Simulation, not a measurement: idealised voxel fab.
process module | voxel ribs on slabs
It is cross-section cut that appears here, measuring 180 nm in width, its square cells being 5 nm in size.
Think of the cross-section as a grid of square cells. We describe it in bands, top to bottom, and each band covers one or more rows of those cells.
Band: top height; bottom height; in nm. Then, left to right: material with width in nm, for each material. "all across": a single material spanning edge to edge. "blank": empty space.
Measure heights from 0. That's the level where, below it, the as-received wafer is all one material. The lowest band is bottomless and extends downward; write it as in "0 nm and below".
The expression "30..40" gives the width at the extremes of the band, the first number at its top row of cells and the second at its bottom row, with the width changing by equal amounts from each row to the next in between.
The cross-section has no changed cell in any step marked "nothing altered".
This entry, "Listed closed voids", enumerates those empty regions of no fewer than 8 cells that possess no open connection to the top. Each region is reported in the form width x height at distance, the distance being taken from the left edge, with all three quantities expressed in nm.
What comes after the settings on a step's line is commentary from the simulator itself on that step.
overlay nm: for a step with a mask, the amount by which the mask lay right of where it was planned; a negative amount means left of it.

[Set out below are the planned steps of the process]
step 1: RECEIVE,material Si
step 2: DIRECTIONAL_DEP,material SiO2,thk nm 20
step 3: DIRECTIONAL_DEP,material SiN,thk nm 15
step 4: DIRECTIONAL_DEP,material aC,thk nm 15
step 5: PATTERN,tone cover,mask id RIB,material resist,width nm 20,thk nm 35,overlay nm 0
step 6: DIRECTIONAL_ETCH,etch materials aC,depth nm 15
step 7: STRIP,etch materials resist
step 8: DIRECTIONAL_ETCH,etch materials SiN,depth nm 5
step 9: STRIP,etch materials aC
step 10: DIRECTIONAL_DEP,material aC,thk nm 10
step 11: PATTERN,tone cover,mask id SLAB,material resist,width nm 60,thk nm 30,overlay nm 0
step 12: DIRECTIONAL_ETCH,etch materials aC,depth nm 10
step 13: STRIP,etch materials resist
step 14: DIRECTIONAL_ETCH,etch materials SiN,depth nm 10
step 15: STRIP,etch materials aC
step 16: FILL_DEP,material SiO2,thk nm 20
step 17: CMP,height nm 50
step 18: DIRECTIONAL_DEP,material TiN,thk nm 10
step 19: DIRECTIONAL_DEP,material aC,thk nm 15
step 20: PATTERN,tone cover,mask id HEATER,material resist,width nm 30,thk nm 35,overlay nm 0
step 21: DIRECTIONAL_ETCH,etch materials aC,depth nm 15
step 22: STRIP,etch materials resist
step 23: DIRECTIONAL_ETCH,etch materials TiN,depth nm 10
step 24: STRIP,etch materials aC
step 25: CONFORMAL_DEP,material SiO2,thk nm 10

[Of two wafers, the first: run according to plan]

[The cross-section here shows the wafer as received, i.e. in its state after step 1]
* 0 nm and below: Si all across
* Listed closed voids: none

[Presented here is a cross-section of the wafer after step 2 has been performed]
* 20 nm to 0 nm: SiO2 all across
* No changes below 0.

[Presented here is a cross-section of the wafer after step 3 has been performed]
* 35 nm to 20 nm: SiN all across
* No changes below 20.

[Presented here is a cross-section of the wafer after step 4 has been performed]
* 50 nm to 35 nm: aC all across
* No changes below 35.

[Presented here is a cross-section of the wafer after step 5 has been performed]
* 85 nm to 50 nm: blank=80 / resist=20 / blank=80
* No changes below 50.

[Presented here is a cross-section of the wafer after step 6 has been performed]
* 70 nm to 50 nm: blank=80 / resist=20 / blank=80
* 50 nm to 35 nm: blank=80 / aC=20 / blank=80
* No changes below 35.

[Presented here is a cross-section of the wafer after step 7 has been performed]
* 50 nm to 35 nm: blank=80 / aC=20 / blank=80
* No changes below 35.

[Presented here is a cross-section of the wafer after step 8 has been performed]
* 50 nm to 35 nm: blank=80 / aC=20 / blank=80
* 35 nm to 30 nm: blank=80 / SiN=20 / blank=80
* No changes below 30.

[Presented here is a cross-section of the wafer after step 9 has been performed]
* 35 nm to 30 nm: blank=80 / SiN=20 / blank=80
* No changes below 30.

[Presented here is a cross-section of the wafer after step 10 has been performed]
* 45 nm to 40 nm: blank=80 / aC=20 / blank=80
* 40 nm to 35 nm: aC all across
* 35 nm to 30 nm: aC=80 / SiN=20 / aC=80
* No changes below 30.

[Presented here is a cross-section of the wafer after step 11 has been performed]
* 75 nm to 45 nm: blank=60 / resist=60 / blank=60
* 45 nm to 40 nm: blank=60 / resist=20 / aC=20 / resist=20 / blank=60
* No changes below 40.

[Presented here is a cross-section of the wafer after step 12 has been performed]
* 65 nm to 45 nm: blank=60 / resist=60 / blank=60
* 45 nm to 40 nm: blank=60 / resist=20 / aC=20 / resist=20 / blank=60
* 40 nm to 35 nm: blank=60 / aC=60 / blank=60
* 35 nm to 30 nm: blank=60 / aC=20 / SiN=20 / aC=20 / blank=60
* No changes below 30.

[Presented here is a cross-section of the wafer after step 13 has been performed]
* 45 nm to 35 nm: blank=80..60 / aC=20..60 / blank=80..60
* No changes below 35.

[Presented here is a cross-section of the wafer after step 14 has been performed]
* 45 nm to 35 nm: blank=80..60 / aC=20..60 / blank=80..60
* 35 nm to 30 nm: blank=60 / aC=20 / SiN=20 / aC=20 / blank=60
* 30 nm to 20 nm: blank=60 / SiN=60 / blank=60
* No changes below 20.

[Presented here is a cross-section of the wafer after step 15 has been performed]
* 35 nm to 30 nm: blank=80 / SiN=20 / blank=80
* No changes below 30.

[Presented here is a cross-section of the wafer after step 16 has been performed]
* 55 nm to 35 nm: SiO2 all across
* 35 nm to 30 nm: SiO2=80 / SiN=20 / SiO2=80
* 30 nm to 20 nm: SiO2=60 / SiN=60 / SiO2=60
* No changes below 20.

[Presented here is a cross-section of the wafer after step 17 has been performed]
* 50 nm to 35 nm: SiO2 all across
* No changes below 35.

[Presented here is a cross-section of the wafer after step 18 has been performed]
* 60 nm to 50 nm: TiN all across
* No changes below 50.

[Presented here is a cross-section of the wafer after step 19 has been performed]
* 75 nm to 60 nm: aC all across
* No changes below 60.

[Presented here is a cross-section of the wafer after step 20 has been performed]
* 110 nm to 75 nm: blank=75 / resist=30 / blank=75
* No changes below 75.

[Presented here is a cross-section of the wafer after step 21 has been performed]
* 95 nm to 75 nm: blank=75 / resist=30 / blank=75
* 75 nm to 60 nm: blank=75 / aC=30 / blank=75
* No changes below 60.

[Presented here is a cross-section of the wafer after step 22 has been performed]
* 75 nm to 60 nm: blank=75 / aC=30 / blank=75
* No changes below 60.

[Presented here is a cross-section of the wafer after step 23 has been performed]
* 75 nm to 60 nm: blank=75 / aC=30 / blank=75
* 60 nm to 50 nm: blank=75 / TiN=30 / blank=75
* No changes below 50.

[Presented here is a cross-section of the wafer after step 24 has been performed]
* 60 nm to 50 nm: blank=75 / TiN=30 / blank=75
* No changes below 50.

[Presented here is a cross-section of the wafer after step 25 has been performed]
* 70 nm to 60 nm: blank=65 / SiO2=50 / blank=65
* 60 nm to 50 nm: SiO2=75 / TiN=30 / SiO2=75
* No changes below 50.

[Okay, second wafer. Nothing different at the start, nothing different in the plan, just one mistake somewhere in the running. As far as step 10, counting that step, it's the first wafer all over again]

[Second wafer: cross-section at the scheduled end of step 11]
* 75 nm to 45 nm: blank=70 / resist=60 / blank=50
* 45 nm to 40 nm: blank=70 / resist=10 / aC=20 / resist=30 / blank=50
* No changes below 40.

[Second wafer: cross-section at the scheduled end of step 12]
* 65 nm to 45 nm: blank=70 / resist=60 / blank=50
* 45 nm to 40 nm: blank=70 / resist=10 / aC=20 / resist=30 / blank=50
* 40 nm to 35 nm: blank=70 / aC=60 / blank=50
* 35 nm to 30 nm: blank=70 / aC=10 / SiN=20 / aC=30 / blank=50
* No changes below 30.

[Second wafer: cross-section at the scheduled end of step 13]
* 45 nm to 35 nm: blank=80..70 / aC=20..60 / blank=80..50
* No changes below 35.

[Second wafer: cross-section at the scheduled end of step 14]
* 45 nm to 35 nm: blank=80..70 / aC=20..60 / blank=80..50
* 35 nm to 30 nm: blank=70 / aC=10 / SiN=20 / aC=30 / blank=50
* 30 nm to 20 nm: blank=70 / SiN=60 / blank=50
* No changes below 20.

[Second wafer: cross-section at the scheduled end of step 15]
* 35 nm to 30 nm: blank=80 / SiN=20 / blank=80
* No changes below 30.

[Second wafer: cross-section at the scheduled end of step 16]
* 55 nm to 35 nm: SiO2 all across
* 35 nm to 30 nm: SiO2=80 / SiN=20 / SiO2=80
* 30 nm to 20 nm: SiO2=70 / SiN=60 / SiO2=50
* No changes below 20.

[Second wafer: cross-section at the scheduled end of step 17]
* 50 nm to 35 nm: SiO2 all across
* No changes below 35.

[Second wafer: cross-section at the scheduled end of step 18]
* 60 nm to 50 nm: TiN all across
* No changes below 50.

[Second wafer: cross-section at the scheduled end of step 19]
* 75 nm to 60 nm: aC all across
* No changes below 60.

[Second wafer: cross-section at the scheduled end of step 20]
* 110 nm to 75 nm: blank=75 / resist=30 / blank=75
* No changes below 75.

[Second wafer: cross-section at the scheduled end of step 21]
* 95 nm to 75 nm: blank=75 / resist=30 / blank=75
* 75 nm to 60 nm: blank=75 / aC=30 / blank=75
* No changes below 60.

[Second wafer: cross-section at the scheduled end of step 22]
* 75 nm to 60 nm: blank=75 / aC=30 / blank=75
* No changes below 60.

[Second wafer: cross-section at the scheduled end of step 23]
* 75 nm to 60 nm: blank=75 / aC=30 / blank=75
* 60 nm to 50 nm: blank=75 / TiN=30 / blank=75
* No changes below 50.

[Second wafer: cross-section at the scheduled end of step 24]
* 60 nm to 50 nm: blank=75 / TiN=30 / blank=75
* No changes below 50.

[Second wafer: cross-section at the scheduled end of step 25]
* 70 nm to 60 nm: blank=65 / SiO2=50 / blank=65
* 60 nm to 50 nm: SiO2=75 / TiN=30 / SiO2=75
* No changes below 50.
Want to know what went wrong? step 11: run off-plan, actual operation and settings PATTERN,tone cover,mask id SLAB,material resist,width nm 60,thk nm 30,overlay nm 10
So at the finish, the second wafer's got exactly as many cells of each material as the first, just not in the same spots.
